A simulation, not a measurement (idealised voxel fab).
Herein follows the process module entitled voxel spacer lines.
The width of the displayed cross-section, cut, is 150 nm; its cells are square, with a size of 5 nm.
Think of the cross-section as a grid of square cells. We describe it in bands, top to bottom, and each band covers one or more rows of those cells.
Top, bottom (nm), then materials left to right with widths (nm); lone material tagged "throughout" fills the whole band edge to edge; "empty" = empty space.
Height is counted from the level 0, under which the received wafer is composed throughout of one material. The lowest of the bands is not closed at the bottom but continues downward, in the notation "0 nm and below".
Width spec "30->40" -> top row of cells at first value, bottom row at second value, equal per-row change in between.
"no alteration" -> step changed no cross-section cell.
Any empty space of 8 cells or more lacking an open way to the top shows up in "Encapsulated voids" as width x height at distance, distance from the left edge, in nm.
Where a step's line continues beyond its settings, the continuation is a remark by the simulator itself on that step.
"overlay nm" on a masked step: distance the mask lay right of its planned place, negative for left.
-- plan
step 1: RECEIVE [material Si]
step 2: CONFORMAL_DEP [material Al2O3] [thk nm 5]
step 3: DIRECTIONAL_DEP [material SiN] [thk nm 20]
step 4: DIRECTIONAL_DEP [material aC] [thk nm 20]
step 5: PATTERN [tone cover] [mask id MANDREL] [material resist] [width nm 25] [pitch nm 80] [thk nm 30] [overlay nm 0]
step 6: DIRECTIONAL_ETCH [etch materials aC] [depth nm 20]
step 7: STRIP [etch materials resist]
step 8: CONFORMAL_DEP [material SiO2] [thk nm 15]
step 9: DIRECTIONAL_ETCH [etch materials SiO2] [depth nm 15]
step 10: STRIP [etch materials aC]
step 11: DIRECTIONAL_ETCH [etch materials SiN] [depth nm 20]
step 12: STRIP [etch materials SiO2]
-- first wafer, as planned
-- So this is the incoming wafer in cross-section - it's already been through step 1
> 0 nm and below | Si throughout
> Encapsulated voids: none
-- Upon completion of step 2, the wafer appears in cross-section as shown
> 5 nm to 0 nm | Al2O3 throughout
> Under 0: no change, same as before.
-- Upon completion of step 3, the wafer appears in cross-section as shown
> 25 nm to 5 nm | SiN throughout
> Under 5: no change, same as before.
-- Upon completion of step 4, the wafer appears in cross-section as shown
> 45 nm to 25 nm | aC throughout
> Under 25: no change, same as before.
-- Upon completion of step 5, the wafer appears in cross-section as shown
> 75 nm to 45 nm | empty=20 | resist=25 | empty=55 | resist=25 | empty=25
> Under 45: no change, same as before.
-- Upon completion of step 6, the wafer appears in cross-section as shown
> 55 nm to 45 nm | empty=20 | resist=25 | empty=55 | resist=25 | empty=25
> 45 nm to 25 nm | empty=20 | aC=25 | empty=55 | aC=25 | empty=25
> Under 25: no change, same as before.
-- Upon completion of step 7, the wafer appears in cross-section as shown
> 45 nm to 25 nm | empty=20 | aC=25 | empty=55 | aC=25 | empty=25
> Under 25: no change, same as before.
-- Upon completion of step 8, the wafer appears in cross-section as shown
> 60 nm to 45 nm | empty=5 | SiO2=55 | empty=25 | SiO2=55 | empty=10
> 45 nm to 40 nm | empty=5 | SiO2=15 | aC=25 | SiO2=15 | empty=25 | SiO2=15 | aC=25 | SiO2=15 | empty=10
> 40 nm to 25 nm | SiO2=20 | aC=25 | SiO2=55 | aC=25 | SiO2=25
> Under 25: no change, same as before.
-- Upon completion of step 9, the wafer appears in cross-section as shown
> 45 nm to 25 nm | empty=5 | SiO2=15 | aC=25 | SiO2=15 | empty=25 | SiO2=15 | aC=25 | SiO2=15 | empty=10
> Under 25: no change, same as before.
-- Upon completion of step 10, the wafer appears in cross-section as shown
> 45 nm to 25 nm | empty=5 | SiO2=15 | empty=25 | SiO2=15 | empty=25 | SiO2=15 | empty=25 | SiO2=15 | empty=10
> Under 25: no change, same as before.
-- Upon completion of step 11, the wafer appears in cross-section as shown
> 45 nm to 25 nm | empty=5 | SiO2=15 | empty=25 | SiO2=15 | empty=25 | SiO2=15 | empty=25 | SiO2=15 | empty=10
> 25 nm to 5 nm | empty=5 | SiN=15 | empty=25 | SiN=15 | empty=25 | SiN=15 | empty=25 | SiN=15 | empty=10
> Under 5: no change, same as before.
-- Upon completion of step 12, the wafer appears in cross-section as shown
> 25 nm to 5 nm | empty=5 | SiN=15 | empty=25 | SiN=15 | empty=25 | SiN=15 | empty=25 | SiN=15 | empty=10
> Under 5: no change, same as before.
-- Second of two: same start, same plan, one run error; steps up to and including 2 match the first
-- Planned end of step 3: second wafer, cross-section
> 45 nm to 5 nm | SiN throughout
> Under 5: no change, same as before.
-- Planned end of step 4: second wafer, cross-section
> 65 nm to 45 nm | aC throughout
> Under 45: no change, same as before.
-- Planned end of step 5: second wafer, cross-section
> 95 nm to 65 nm | empty=20 | resist=25 | empty=55 | resist=25 | empty=25
> Under 65: no change, same as before.
-- Planned end of step 6: second wafer, cross-section
> 75 nm to 65 nm | empty=20 | resist=25 | empty=55 | resist=25 | empty=25
> 65 nm to 45 nm | empty=20 | aC=25 | empty=55 | aC=25 | empty=25
> Under 45: no change, same as before.
-- Planned end of step 7: second wafer, cross-section
> 65 nm to 45 nm | empty=20 | aC=25 | empty=55 | aC=25 | empty=25
> Under 45: no change, same as before.
-- Planned end of step 8: second wafer, cross-section
> 80 nm to 65 nm | empty=5 | SiO2=55 | empty=25 | SiO2=55 | empty=10
> 65 nm to 60 nm | empty=5 | SiO2=15 | aC=25 | SiO2=15 | empty=25 | SiO2=15 | aC=25 | SiO2=15 | empty=10
> 60 nm to 45 nm | SiO2=20 | aC=25 | SiO2=55 | aC=25 | SiO2=25
> Under 45: no change, same as before.
-- Planned end of step 9: second wafer, cross-section
> 65 nm to 45 nm | empty=5 | SiO2=15 | aC=25 | SiO2=15 | empty=25 | SiO2=15 | aC=25 | SiO2=15 | empty=10
> Under 45: no change, same as before.
-- Planned end of step 10: second wafer, cross-section
> 65 nm to 45 nm | empty=5 | SiO2=15 | empty=25 | SiO2=15 | empty=25 | SiO2=15 | empty=25 | SiO2=15 | empty=10
> Under 45: no change, same as before.
-- Planned end of step 11: second wafer, cross-section
> 65 nm to 45 nm | empty=5 | SiO2=15 | empty=25 | SiO2=15 | empty=25 | SiO2=15 | empty=25 | SiO2=15 | empty=10
> 45 nm to 25 nm | empty=5 | SiN=15 | empty=25 | SiN=15 | empty=25 | SiN=15 | empty=25 | SiN=15 | empty=10
> Under 25: no change, same as before.
-- Planned end of step 12: second wafer, cross-section
> 45 nm to 25 nm | empty=5 | SiN=15 | empty=25 | SiN=15 | empty=25 | SiN=15 | empty=25 | SiN=15 | empty=10
> Under 25: no change, same as before.
Diagnosis: step 3 of the plan saw execution twice
Final tally in cells, some materials are higher or lower on the second wafer than on the first: SiN +120
